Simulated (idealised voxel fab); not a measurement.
Module name: voxel released beams (process module)
The width of the displayed cross-section, cut, is 250 nm; its cells are square, with a size of 5 nm.
The cross-sections in this document take the form of a grid made of square cells. They are written out as bands, in order from top to bottom. Each band consists of one or more rows of cells. Band: top height; bottom height; in nm. Then, left to right: material with width in nm, for each material. "everywhere": a single material spanning edge to edge. "air": empty space. Basically, 0 is our baseline, since under it the wafer straight out of the box is all one material. The bottom band has no lower end and keeps on going down, so it looks like "0 down". When a width is written as two numbers, as in "30->40", the first number is the width in the top row of cells of the band and the second is the width in its bottom row, and the width changes by the same amount from each row to the next. Where the words "remained the same" appear for a step, the cross-section shows no cell changed by that step; every cell remained as before. "Fully closed voids" means: voids of 8 cells or more that are shut off from the top with no open way through. Written width x height at distance, distance from the left edge, in nm. On a step's line, text after the settings is the simulator commenting on that step. You can add "overlay nm" to a step's line. For a step with a mask, it describes how far the mask lay to the right of its planned position, and a negative number describes a lay to the left.

So here's the lineup of process steps we planned
step 1: RECEIVE [material Si]
step 2: CONFORMAL_DEP [material Al2O3] [thk nm 5]
step 3: DIRECTIONAL_DEP [material SiO2] [thk nm 20]
step 4: PATTERN [tone open] [mask id ANCHOR] [material resist] [width nm 45] [thk nm 15] [overlay nm 0]
step 5: DIRECTIONAL_ETCH [etch materials SiO2] [depth nm 20]
step 6: STRIP [etch materials resist]
step 7: CONFORMAL_DEP [material SiN] [thk nm 15]
step 8: DIRECTIONAL_DEP [material aC] [thk nm 10]
step 9: PATTERN [tone cover] [mask id BEAM] [material resist] [width nm 105] [thk nm 30] [overlay nm 0]
step 10: DIRECTIONAL_ETCH [etch materials aC] [depth nm 10]
step 11: STRIP [etch materials resist]
step 12: DIRECTIONAL_ETCH [etch materials SiN] [depth nm 15]
step 13: STRIP [etch materials aC]
step 14: STRIP [etch materials SiO2]

Incoming wafer, cross-sectional view, post step 1
> 0 down | Si everywhere
> Fully closed voids: none

One mistake in running the module, otherwise start and plan as above: cross-section at the end
> 50 to 35 | air 70 nm; SiN 20 nm; air 15 nm; SiN 70 nm; air 75 nm
> 35 to 30 | air 75 nm; SiN 15 nm; air 15 nm; SiN 15 nm; air 130 nm
> 30 to 15 | air 75 nm; SiN 45 nm; air 130 nm
> 15 to 0 | Al2O3 everywhere
> 0 down | Si everywhere
> Fully closed voids: none
Finding, execution versus plan: it should be noted that step 2 was executed with settings other than those planned, the operation and settings actually applied being CONFORMAL_DEP [material Al2O3] [thk nm 15]
